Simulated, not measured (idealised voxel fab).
process module | voxel tone inversion
cross-section cut | 150 nm wide | cells 5 nm
A cross-section is a grid of square cells, given in bands from the top down. A band is one or more rows of cells.
Each band's line starts with the height of the band's top and of its bottom, in nm. Then come its materials from left to right, each with its width in nm. One material with "throughout" fills the band from edge to edge. "air" is empty space.
Height 0 is the level under which the wafer as received is all one material. The lowest band goes on downwards, as in "0 down".
A width such as "30 to 40" changes by the same amount from each row of cells to the next, from the band's top row to its bottom row.
"no change" after a step means that no cell of the cross-section changed.
closed voids: empty space of 8 cells or more with no open way to the top, each as width x height at its distance from the left edge, in nm
after a step's settings: what the simulator itself notes on the step
overlay nm, on a step with a mask: how far to the right of its planned place the mask lay; to the left if negative
plan
1 op RECEIVE | material Si
2 op CONFORMAL_DEP | material SiN | thk nm 10
3 op DIRECTIONAL_DEP | material aC | thk nm 25
4 op PATTERN | tone cover | mask id POSTS | material resist | width nm 15 | pitch nm 45 | thk nm 30 | overlay nm 0
5 op DIRECTIONAL_ETCH | etch materials aC | depth nm 25
6 op STRIP | etch materials resist
7 op FILL_DEP | material SiO2 | thk nm 5
8 op CMP | height nm 35
9 op STRIP | etch materials aC
10 op CONFORMAL_DEP | material TiN | thk nm 5
11 op FILL_DEP | material W | thk nm 5
12 op CMP | height nm 35
13 op CONFORMAL_DEP | material SiCN | thk nm 5
as received, after step 1
  0 down: Si throughout
  closed voids: none
first wafer at the end, as planned
  40 to 35: SiCN throughout
  35 to 15: SiO2 20 | TiN 5 | W 5 | TiN 5 | SiO2 30 | TiN 5 | W 5 | TiN 5 | SiO2 30 | TiN 5 | W 5 | TiN 5 | SiO2 25
  15 to 10: SiO2 20 | TiN 15 | SiO2 30 | TiN 15 | SiO2 30 | TiN 15 | SiO2 25
  10 to 0: SiN throughout
  0 down: Si throughout
  closed voids: none
second wafer at the end: like start, like plan, one mistake
  40 to 35: SiCN throughout
  35 to 15: SiO2 20 | TiN 5 | W 10 | TiN 5 | SiO2 25 | TiN 5 | W 10 | TiN 5 | SiO2 25 | TiN 5 | W 10 | TiN 5 | SiO2 20
  15 to 10: SiO2 20 | TiN 20 | SiO2 25 | TiN 20 | SiO2 25 | TiN 20 | SiO2 20
  10 to 0: SiN throughout
  0 down: Si throughout
  closed voids: none
what went wrong: step 4 ran as: op PATTERN | tone cover | mask id POSTS | material resist | width nm 20 | pitch nm 45 | thk nm 30 | overlay nm 0
at the end the second wafer has, in cells: 15 fewer of SiO2 | 3 more of TiN | 12 more of W
